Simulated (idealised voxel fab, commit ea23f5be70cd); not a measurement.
Module name: voxel ribs on slabs (process module)
Section shown: cut. Width: 270 nm. Cell size: 5 nm, square.
When this document writes out a cross-section, it uses a grid of square cells and lists it as bands, beginning at the top and moving down, with a band standing for one or more rows of cells.
Band: top height; bottom height; in nm. Then, left to right: material with width in nm, for each material. "edge to edge": a single material spanning edge to edge. "air": empty space.
Zero point of the height axis is 0; under it, received wafer = one material. Lowest band: continues down indefinitely, "z 0 and below".
Width "30 to 40": first value at the band's top row of cells, second value at its bottom row, equal change from row to row.
Step note "same as before" = no cross-section cell changed.
"Sealed voids" lists enclosed empty spaces (at least 8 cells, no open path upward to the top), each as width x height at distance from the left edge, in nm.
On a step's line, text after the settings is the simulator commenting on that step.
overlay nm: where the mask lay relative to plan, measured to the right, on steps with a mask; negatives go left.

Set out below are the planned steps of the process
| 1 | RECEIVE [material Si] |
| 2 | DIRECTIONAL_DEP [material SiO2] [thk nm 30] |
| 3 | DIRECTIONAL_DEP [material SiN] [thk nm 20] |
| 4 | MASKED_ETCH [tone cover] [mask id RIB] [width nm 20] [etch materials SiN] [depth nm 15] [overlay nm 0] |
| 5 | MASKED_ETCH [tone cover] [mask id SLAB] [width nm 50] [etch materials SiN] [depth nm 5] [overlay nm 0] |
| 6 | FILL_DEP [material SiO2] [thk nm 20] |
| 7 | CMP [height nm 65] |
| 8 | DIRECTIONAL_DEP [material TiN] [thk nm 5] |
| 9 | DIRECTIONAL_DEP [material aC] [thk nm 15] |
| 10 | PATTERN [tone cover] [mask id HEATER] [material resist] [width nm 30] [thk nm 35] [overlay nm 0] |
| 11 | DIRECTIONAL_ETCH [etch materials aC] [depth nm 15] |
| 12 | STRIP [etch materials resist] |
| 13 | DIRECTIONAL_ETCH [etch materials TiN] [depth nm 5] |
| 14 | STRIP [etch materials aC] |
| 15 | CONFORMAL_DEP [material SiO2] [thk nm 5] |

Incoming wafer in cross-section (state: after step 1)
z 0 and below = Si edge to edge
Sealed voids: none

Cross-section, end of module. Start: as above. Plan: as above. Execution: one mistake
z 65 to 60 = 115 air, then 40 SiO2, then 115 air
z 60 to 55 = 120 SiO2, then 30 TiN, then 120 SiO2
z 55 to 50 = SiO2 edge to edge
z 50 to 35 = 125 SiO2, then 20 SiN, then 125 SiO2
z 35 to 30 = 110 SiO2, then 50 SiN, then 110 SiO2
z 30 to 0 = SiO2 edge to edge
z 0 and below = Si edge to edge
Sealed voids: none
What went wrong in running the wafer? step 7 was not run as planned; what actually ran was CMP [height nm 55]
